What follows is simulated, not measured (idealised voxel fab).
process module | voxel transistor to metal
cross-section cut | 160 nm wide | cells 5 nm
A cross-section is a grid of square cells, given in bands from the top down. A band is one or more rows of cells.
Each band's line starts with the height of the band's top and of its bottom, in nm. Then come its materials from left to right, each with its width in nm. One material with "throughout" fills the band from edge to edge. "air" is empty space.
Height 0 is the level under which the wafer as received is all one material. The lowest band goes on downwards, as in "0 down".
A width such as "30 to 40" changes by the same amount from each row of cells to the next, from the band's top row to its bottom row.
"no change" after a step means that no cell of the cross-section changed.
closed voids: empty space of 8 cells or more with no open way to the top, each as width x height at its distance from the left edge, in nm
after a step's settings: what the simulator itself notes on the step
overlay nm, on a step with a mask: how far to the right of its planned place the mask lay; to the left if negative
plan
1 op RECEIVE | material Si
2 op OXIDIZE | depth nm 5
3 op CONFORMAL_DEP | material SiN | thk nm 15
4 op DIRECTIONAL_DEP | material aC | thk nm 10
5 op PATTERN | tone cover | mask id ACTIVE | material resist | width nm 125 | thk nm 25 | overlay nm 0
6 op DIRECTIONAL_ETCH | etch materials aC | depth nm 10
7 op STRIP | etch materials resist
8 op DIRECTIONAL_ETCH | etch materials SiN | depth nm 15
9 op DIRECTIONAL_ETCH | etch materials SiO2 | depth nm 5
10 op DIRECTIONAL_ETCH | etch materials Si | depth nm 20
11 op STRIP | etch materials aC
12 op FILL_DEP | material SiO2 | thk nm 5
13 op CMP | height nm 15
14 op SELECTIVE_ETCH | etch materials SiO2 | depth nm 15
15 op STRIP | etch materials SiN
16 op SELECTIVE_ETCH | etch materials SiO2 | depth nm 5
17 op OXIDIZE | depth nm 5
18 op DIRECTIONAL_DEP | material polySi | thk nm 25
19 op DIRECTIONAL_DEP | material SiCN | thk nm 15
20 op MASKED_ETCH | tone cover | mask id GATE | width nm 35 | etch materials SiCN | depth nm 25 | overlay nm 0
21 op MASKED_ETCH | tone cover | mask id GATE | width nm 35 | etch materials polySi | depth nm 35 | overlay nm 0
22 op CONFORMAL_DEP | material SiN | thk nm 5
23 op DIRECTIONAL_ETCH | etch materials SiN | depth nm 5
24 op DIRECTIONAL_ETCH | etch materials SiO2 | depth nm 5
25 op DIRECTIONAL_ETCH | etch materials Si | depth nm 15
26 op EPI | material pSi | thk nm 20
27 op FILL_DEP | material SiO2 | thk nm 10
28 op CMP | height nm 20
29 op STRIP | etch materials polySi
30 op SELECTIVE_ETCH | etch materials SiO2 | depth nm 5
31 op CONFORMAL_DEP | material HfO2 | thk nm 5
32 op CONFORMAL_DEP | material TiN | thk nm 5
33 op FILL_DEP | material W | thk nm 5
34 op CMP | height nm 15
35 op DIRECTIONAL_DEP | material SiO2 | thk nm 10
36 op DIRECTIONAL_DEP | material aC | thk nm 10
37 op PATTERN | tone open | mask id CONTACT | material resist | width nm 20 | pitch nm 95 | thk nm 25 | overlay nm 0
38 op DIRECTIONAL_ETCH | etch materials aC | depth nm 10
39 op STRIP | etch materials resist
40 op DIRECTIONAL_ETCH | etch materials SiO2 | depth nm 30
41 op STRIP | etch materials aC
42 op CONFORMAL_DEP | material TiN | thk nm 5
43 op FILL_DEP | material Ru | thk nm 5
44 op CMP | height nm 25
45 op DIRECTIONAL_DEP | material TiN | thk nm 5
46 op DIRECTIONAL_DEP | material W | thk nm 20
47 op MASKED_ETCH | tone cover | mask id METAL_1 | width nm 20 | pitch nm 95 | etch materials W | depth nm 20 | overlay nm 0
48 op MASKED_ETCH | tone cover | mask id METAL_1 | width nm 20 | pitch nm 95 | etch materials TiN | depth nm 5 | overlay nm 0
49 op CONFORMAL_DEP | material SiCN | thk nm 5
50 op FILL_DEP | material lowk | thk nm 10
51 op CMP | height nm 50
52 op CONFORMAL_DEP | material SiN | thk nm 5
as received, after step 1
  0 down: Si throughout
  closed voids: none
a wafer at the end: this start, this plan, one mistake
  55 to 50: SiN throughout
  50 to 30: lowk 15 | SiCN 5 | W 20 | SiCN 5 | lowk 65 | SiCN 5 | W 20 | SiCN 5 | lowk 20
  30 to 25: SiCN 20 | TiN 20 | SiCN 75 | TiN 20 | SiCN 25
  25 to 15: SiO2 20 | TiN 5 | Ru 10 | TiN 5 | SiO2 75 | TiN 5 | Ru 10 | TiN 5 | SiO2 25
  15 to 10: SiO2 20 | TiN 5 | Ru 5 | TiN 10 | SiO2 75 | TiN 10 | Ru 5 | TiN 5 | SiO2 25
  10 to 0: SiO2 20 | TiN 5 | Ru 5 | TiN 5 | pSi 20 | SiN 5 | SiCN 35 | SiN 5 | pSi 20 | TiN 5 | Ru 5 | TiN 5 | SiO2 25
  0 to -5: SiO2 20 | TiN 15 | pSi 20 | SiN 5 | SiCN 35 | SiN 5 | pSi 20 | TiN 15 | SiO2 25
  -5 to -10: SiO2 10 | pSi 45 | SiO2 45 | pSi 45 | SiO2 15
  -10 to -25: SiO2 15 | pSi 40 | Si 45 | pSi 40 | SiO2 20
  -25 down: Si throughout
  closed voids: none
what went wrong: step 18 was left out
